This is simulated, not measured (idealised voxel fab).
Name of the process module below: voxel ribs on slabs
Section shown: cut. Width: 150 nm. Cell size: 5 nm, square.
Cross-section layout: square cells on a grid; listed as bands, top to bottom; a band spans one or more cell rows. For a band, the entry starts with two heights in nm, that of the top and then that of the bottom, and carries on with the band's materials in order from left to right, each alongside its width in nm; the word "full width" beside a single material means it fills the band edge to edge, and "blank" means empty space. Heights are reckoned from 0. Under this level, the received wafer is all of one material. The bottommost band is open-ended downward, for example "0 nm and below". A width given as "30->40" starts at the first number in the band's top row and ends at the second number in its bottom row, shifting by an equal amount at every step from row to row. Step note "no alteration" = no cross-section cell changed. What "closed voids" gives you is every empty space of 8 cells or more that is cut off from the top. Each appears as width x height at distance, with the distance taken from the left edge and width, height and distance all in nm. If you see something after the settings on a step's line, that's the simulator's own remark about that step. On any step carrying a mask, the "overlay nm" setting, if present on the step's line, tells how far right of its planned place the mask lay; negative values point to the left.
[Steps in the process plan]
| 1 | RECEIVE: material Si |
| 2 | DIRECTIONAL_DEP: material SiO2, thk nm 25 |
| 3 | DIRECTIONAL_DEP: material polySi, thk nm 15 |
| 4 | DIRECTIONAL_DEP: material aC, thk nm 10 |
| 5 | PATTERN: tone cover, mask id RIB, material resist, width nm 15, thk nm 25, overlay nm 0 |
| 6 | DIRECTIONAL_ETCH: etch materials aC, depth nm 10 |
| 7 | STRIP: etch materials resist |
| 8 | DIRECTIONAL_ETCH: etch materials polySi, depth nm 10 |
| 9 | STRIP: etch materials aC |
| 10 | DIRECTIONAL_DEP: material aC, thk nm 15 |
| 11 | PATTERN: tone cover, mask id SLAB, material resist, width nm 55, thk nm 35, overlay nm 0 |
| 12 | DIRECTIONAL_ETCH: etch materials aC, depth nm 15 |
| 13 | STRIP: etch materials resist |
| 14 | DIRECTIONAL_ETCH: etch materials polySi, depth nm 5 |
| 15 | STRIP: etch materials aC |
| 16 | FILL_DEP: material SiO2, thk nm 15 |
| 17 | CMP: height nm 50 |
| 18 | DIRECTIONAL_DEP: material TiN, thk nm 10 |
| 19 | DIRECTIONAL_DEP: material aC, thk nm 15 |
| 20 | PATTERN: tone cover, mask id HEATER, material resist, width nm 25, thk nm 35, overlay nm 0 |
| 21 | DIRECTIONAL_ETCH: etch materials aC, depth nm 15 |
| 22 | STRIP: etch materials resist |
| 23 | DIRECTIONAL_ETCH: etch materials TiN, depth nm 10 |
| 24 | STRIP: etch materials aC |
| 25 | CONFORMAL_DEP: material SiN, thk nm 5 |
[Incoming wafer, cross-sectional view, post step 1]
    0 nm and below = Si full width
    closed voids: none
[Cross-section, end of module. Start: as above. Plan: as above. Execution: one mistake]
    65 nm to 60 nm = 55 blank / 35 SiN / 60 blank
    60 nm to 55 nm = 55 blank / 5 SiN / 25 TiN / 5 SiN / 60 blank
    55 nm to 50 nm = 60 SiN / 25 TiN / 65 SiN
    50 nm to 40 nm = SiO2 full width
    40 nm to 30 nm = 65 SiO2 / 15 polySi / 70 SiO2
    30 nm to 25 nm = 35 SiO2 / 55 polySi / 60 SiO2
    25 nm to 0 nm = SiO2 full width
    0 nm and below = Si full width
    closed voids: none
Want to know what went wrong? step 11, actual vs plan mismatch, actual run PATTERN: tone cover, mask id SLAB, material resist, width nm 55, thk nm 35, overlay nm -10
